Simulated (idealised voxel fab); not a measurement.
process module | voxel tone inversion
cross-section cut | 155 nm wide | cells 5 nm
A cross-section is a grid of square cells, given in bands from the top down. A band is one or more rows of cells.
Each band's line starts with the height of the band's top and of its bottom, in nm. Then come its materials from left to right, each with its width in nm. One material with "throughout" fills the band from edge to edge. "air" is empty space.
Height 0 is the level under which the wafer as received is all one material. The lowest band goes on downwards, as in "0 down".
A width such as "30 to 40" changes by the same amount from each row of cells to the next, from the band's top row to its bottom row.
"no change" after a step means that no cell of the cross-section changed.
closed voids: empty space of 8 cells or more with no open way to the top, each as width x height at its distance from the left edge, in nm
after a step's settings: what the simulator itself notes on the step
overlay nm, on a step with a mask: how far to the right of its planned place the mask lay; to the left if negative
plan
1 op RECEIVE | material Si
2 op CONFORMAL_DEP | material SiN | thk nm 5
3 op DIRECTIONAL_DEP | material polySi | thk nm 25
4 op PATTERN | tone cover | mask id POSTS | material resist | width nm 15 | pitch nm 45 | thk nm 30 | overlay nm -15
5 op DIRECTIONAL_ETCH | etch materials polySi | depth nm 25
6 op STRIP | etch materials resist
7 op FILL_DEP | material SiO2 | thk nm 10
8 op CMP | height nm 30
9 op STRIP | etch materials polySi
10 op CONFORMAL_DEP | material TiN | thk nm 5
11 op FILL_DEP | material W | thk nm 10
12 op CMP | height nm 30
13 op CONFORMAL_DEP | material SiN | thk nm 5
varied across the wafers: overlay nm of step 4. The plan shows the first wafer's value. All wafers start alike
first wafer as received, after step 1
  0 down: Si throughout
  closed voids: none
first wafer at the end, after step 13
  35 to 30: SiN throughout
  30 to 10: SiO2 30 | TiN 5 | W 5 | TiN 5 | SiO2 30 | TiN 5 | W 5 | TiN 5 | SiO2 65
  10 to 5: SiO2 30 | TiN 15 | SiO2 30 | TiN 15 | SiO2 65
  5 to 0: SiN throughout
  0 down: Si throughout
  closed voids: none
last wafer at the end
  35 to 30: SiN throughout
  30 to 10: SiO2 60 | TiN 5 | W 5 | TiN 5 | SiO2 30 | TiN 5 | W 5 | TiN 5 | SiO2 35
  10 to 5: SiO2 60 | TiN 15 | SiO2 30 | TiN 15 | SiO2 35
  5 to 0: SiN throughout
  0 down: Si throughout
  closed voids: none
each wafer at the end: cells of each material gained (+) or lost (-) since it was received, then its closed voids
overlay nm -15 | +62 SiN | +125 SiO2 | +22 TiN | +8 W | closed voids: none
overlay nm -10 | +62 SiN | +125 SiO2 | +22 TiN | +8 W | closed voids: none
overlay nm -5 | +62 SiN | +125 SiO2 | +22 TiN | +8 W | closed voids: none
overlay nm 0 | +62 SiN | +125 SiO2 | +22 TiN | +8 W | closed voids: none
overlay nm 5 | +62 SiN | +125 SiO2 | +22 TiN | +8 W | closed voids: none
overlay nm 10 | +62 SiN | +125 SiO2 | +22 TiN | +8 W | closed voids: none
overlay nm 15 | +62 SiN | +125 SiO2 | +22 TiN | +8 W | closed voids: none
